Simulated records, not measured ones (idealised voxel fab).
process module | voxel fin reveal
cross-section cut | 215 nm wide | cells 5 nm
A cross-section is a grid of square cells, given in bands from the top down. A band is one or more rows of cells.
Each band's line starts with the height of the band's top and of its bottom, in nm. Then come its materials from left to right, each with its width in nm. One material with "throughout" fills the band from edge to edge. "air" is empty space.
Height 0 is the level under which the wafer as received is all one material. The lowest band goes on downwards, as in "0 down".
A width such as "30 to 40" changes by the same amount from each row of cells to the next, from the band's top row to its bottom row.
"no change" after a step means that no cell of the cross-section changed.
closed voids: empty space of 8 cells or more with no open way to the top, each as width x height at its distance from the left edge, in nm
after a step's settings: what the simulator itself notes on the step
overlay nm, on a step with a mask: how far to the right of its planned place the mask lay; to the left if negative
plan
1 op RECEIVE | material Si
2 op CONFORMAL_DEP | material SiN | thk nm 5
3 op PATTERN | tone cover | mask id FINS | material resist | width nm 15 | pitch nm 40 | thk nm 15 | overlay nm -15
4 op DIRECTIONAL_ETCH | etch materials SiN | depth nm 5
5 op DIRECTIONAL_ETCH | etch materials Si | depth nm 40
6 op STRIP | etch materials resist
7 op FILL_DEP | material SiO2 | thk nm 15
8 op CMP | height nm 5
9 op SELECTIVE_ETCH | etch materials SiO2 | depth nm 15
10 op STRIP | etch materials SiN
varied across the wafers: overlay nm of step 3. The plan shows the first wafer's value. All wafers start alike
first wafer as received, after step 1
  0 down: Si throughout
  closed voids: none
each wafer at the end: cells of each material gained (+) or lost (-) since it was received, then its closed voids
overlay nm -15 | -272 Si | +204 SiO2 | closed voids: none
overlay nm -10 | -272 Si | +204 SiO2 | closed voids: none
overlay nm -5 | -272 Si | +204 SiO2 | closed voids: none
overlay nm 0 | -272 Si | +204 SiO2 | closed voids: none
overlay nm 5 | -272 Si | +204 SiO2 | closed voids: none
overlay nm 10 | -272 Si | +204 SiO2 | closed voids: none
overlay nm 15 | -272 Si | +204 SiO2 | closed voids: none
